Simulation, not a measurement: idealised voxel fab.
The document below concerns the process module designated voxel trench capacitor.
It is cross-section cut that appears here, measuring 160 nm in width, its square cells being 5 nm in size.
For the purposes of this document, a cross-section shall be understood as a grid of square cells, specified as bands listed in top-to-bottom order, each band consisting of one or more rows of cells.
Heights first: top, then bottom, in nm. Then materials, left to right, each with a width in nm. "all across" on a single material: fills the band edge to edge. "blank": empty space.
Height reference: 0 = level under which incoming wafer is all one material. Lowest band: no bottom, runs on downward, e.g. "0..down".
The two numbers in a width such as "30->40" mark its ends across the band: the first belongs to the top row of cells, the second to the bottom row, and from each row to the next the width moves by the same amount.
Key: "no change occurred" - step with no changed cell in the cross-section.
Closed void register: empty space of 8 cells or more with no open way to the top, each as width x height at its distance from the left edge, in nm
That trailing text on a step's line, after the settings, is the simulator's own remark on the step.
overlay nm: right-of-plan distance of the mask on a masked step; negative values mean left-of-plan.
Steps in the process plan
1: RECEIVE, material Si
2: CONFORMAL_DEP, material SiN, thk nm 10
3: MASKED_ETCH, tone open, mask id TRENCH, width nm 30, pitch nm 45, etch materials SiN, depth nm 10, overlay nm 0
4: MASKED_ETCH, tone open, mask id TRENCH, width nm 30, pitch nm 45, etch materials Si, depth nm 40, overlay nm 0
5: CONFORMAL_DEP, material Al2O3, thk nm 5
6: CONFORMAL_DEP, material TiN, thk nm 5
7: FILL_DEP, material W, thk nm 5
8: CMP, height nm 10
Account of the first of two wafers, which was processed as intended
This is the cross-section of the wafer as we received it, i.e. after step 1
    0..down | Si all across
    Closed void register: none
After step 2
    10..0 | SiN all across
    Whatever lies below 0 is exactly as it was before.
After step 3
    10..0 | 40 SiN; 30 blank; 15 SiN; 30 blank; 45 SiN
    Whatever lies below 0 is exactly as it was before.
After step 4
    10..0 | 40 SiN; 30 blank; 15 SiN; 30 blank; 45 SiN
    0..-40 | 40 Si; 30 blank; 15 Si; 30 blank; 45 Si
    Whatever lies below -40 is exactly as it was before.
After step 5
    15..10 | 45 Al2O3; 20 blank; 25 Al2O3; 20 blank; 50 Al2O3
    10..0 | 40 SiN; 5 Al2O3; 20 blank; 5 Al2O3; 15 SiN; 5 Al2O3; 20 blank; 5 Al2O3; 45 SiN
    0..-35 | 40 Si; 5 Al2O3; 20 blank; 5 Al2O3; 15 Si; 5 Al2O3; 20 blank; 5 Al2O3; 45 Si
    -35..-40 | 40 Si; 30 Al2O3; 15 Si; 30 Al2O3; 45 Si
    Whatever lies below -40 is exactly as it was before.
After step 6
    20..15 | 50 TiN; 10 blank; 35 TiN; 10 blank; 55 TiN
    15..10 | 45 Al2O3; 5 TiN; 10 blank; 5 TiN; 25 Al2O3; 5 TiN; 10 blank; 5 TiN; 50 Al2O3
    10..0 | 40 SiN; 5 Al2O3; 5 TiN; 10 blank; 5 TiN; 5 Al2O3; 15 SiN; 5 Al2O3; 5 TiN; 10 blank; 5 TiN; 5 Al2O3; 45 SiN
    0..-30 | 40 Si; 5 Al2O3; 5 TiN; 10 blank; 5 TiN; 5 Al2O3; 15 Si; 5 Al2O3; 5 TiN; 10 blank; 5 TiN; 5 Al2O3; 45 Si
    -30..-35 | 40 Si; 5 Al2O3; 20 TiN; 5 Al2O3; 15 Si; 5 Al2O3; 20 TiN; 5 Al2O3; 45 Si
    Whatever lies below -35 is exactly as it was before.
After step 7
    25..20 | W all across
    20..15 | 50 TiN; 10 W; 35 TiN; 10 W; 55 TiN
    15..10 | 45 Al2O3; 5 TiN; 10 W; 5 TiN; 25 Al2O3; 5 TiN; 10 W; 5 TiN; 50 Al2O3
    10..0 | 40 SiN; 5 Al2O3; 5 TiN; 10 W; 5 TiN; 5 Al2O3; 15 SiN; 5 Al2O3; 5 TiN; 10 W; 5 TiN; 5 Al2O3; 45 SiN
    0..-30 | 40 Si; 5 Al2O3; 5 TiN; 10 W; 5 TiN; 5 Al2O3; 15 Si; 5 Al2O3; 5 TiN; 10 W; 5 TiN; 5 Al2O3; 45 Si
    Whatever lies below -30 is exactly as it was before.
After step 8
    10..0 | 40 SiN; 5 Al2O3; 5 TiN; 10 W; 5 TiN; 5 Al2O3; 15 SiN; 5 Al2O3; 5 TiN; 10 W; 5 TiN; 5 Al2O3; 45 SiN
    Whatever lies below 0 is exactly as it was before.
Wafer two of the pair: same origin, same plan, one error during the run; identical to wafer one up to and including step 2
Cross-section of the second wafer corresponding to the planned conclusion of step 3
    10..0 | 45 SiN; 30 blank; 15 SiN; 30 blank; 40 SiN
    Whatever lies below 0 is exactly as it was before.
Cross-section of the second wafer corresponding to the planned conclusion of step 4
    10..0 | 45 SiN; 30 blank; 15 SiN; 30 blank; 40 SiN
    0..-40 | 45 Si; 25 blank; 20 Si; 25 blank; 45 Si
    Whatever lies below -40 is exactly as it was before.
Cross-section of the second wafer corresponding to the planned conclusion of step 5
    15..10 | 50 Al2O3; 20 blank; 25 Al2O3; 20 blank; 45 Al2O3
    10..0 | 45 SiN; 5 Al2O3; 20->15 blank; 5->10 Al2O3; 15 SiN; 5 Al2O3; 20->15 blank; 5->10 Al2O3; 40 SiN
    0..-35 | 45 Si; 5 Al2O3; 15 blank; 5 Al2O3; 20 Si; 5 Al2O3; 15 blank; 5 Al2O3; 45 Si
    -35..-40 | 45 Si; 25 Al2O3; 20 Si; 25 Al2O3; 45 Si
    Whatever lies below -40 is exactly as it was before.
Cross-section of the second wafer corresponding to the planned conclusion of step 6
    20..15 | 55 TiN; 10 blank; 35 TiN; 10 blank; 50 TiN
    15..10 | 50 Al2O3; 5 TiN; 10 blank; 5 TiN; 25 Al2O3; 5 TiN; 10 blank; 5 TiN; 45 Al2O3
    10..0 | 45 SiN; 5 Al2O3; 5 TiN; 5 blank; 10->5 TiN; 5->10 Al2O3; 15 SiN; 5 Al2O3; 5 TiN; 5 blank; 10->5 TiN; 5->10 Al2O3; 40 SiN
    0..-30 | 45 Si; 5 Al2O3; 5 TiN; 5 blank; 5 TiN; 5 Al2O3; 20 Si; 5 Al2O3; 5 TiN; 5 blank; 5 TiN; 5 Al2O3; 45 Si
    -30..-35 | 45 Si; 5 Al2O3; 15 TiN; 5 Al2O3; 20 Si; 5 Al2O3; 15 TiN; 5 Al2O3; 45 Si
    Whatever lies below -35 is exactly as it was before.
Cross-section of the second wafer corresponding to the planned conclusion of step 7
    25..20 | W all across
    20..15 | 55 TiN; 10 W; 35 TiN; 10 W; 50 TiN
    15..10 | 50 Al2O3; 5 TiN; 10 W; 5 TiN; 25 Al2O3; 5 TiN; 10 W; 5 TiN; 45 Al2O3
    10..0 | 45 SiN; 5 Al2O3; 5 TiN; 5 W; 10->5 TiN; 5->10 Al2O3; 15 SiN; 5 Al2O3; 5 TiN; 5 W; 10->5 TiN; 5->10 Al2O3; 40 SiN
    0..-30 | 45 Si; 5 Al2O3; 5 TiN; 5 W; 5 TiN; 5 Al2O3; 20 Si; 5 Al2O3; 5 TiN; 5 W; 5 TiN; 5 Al2O3; 45 Si
    Whatever lies below -30 is exactly as it was before.
Cross-section of the second wafer corresponding to the planned conclusion of step 8
    10..0 | 45 SiN; 5 Al2O3; 5 TiN; 5 W; 10->5 TiN; 5->10 Al2O3; 15 SiN; 5 Al2O3; 5 TiN; 5 W; 10->5 TiN; 5->10 Al2O3; 40 SiN
    Whatever lies below 0 is exactly as it was before.
Here's what went sideways: contrary to plan, step 3 was performed as MASKED_ETCH, tone open, mask id TRENCH, width nm 30, pitch nm 45, etch materials SiN, depth nm 10, overlay nm 5
Per the end-of-run cell counts, the second wafer holds more or fewer of some materials than the first: Si +16, W -16
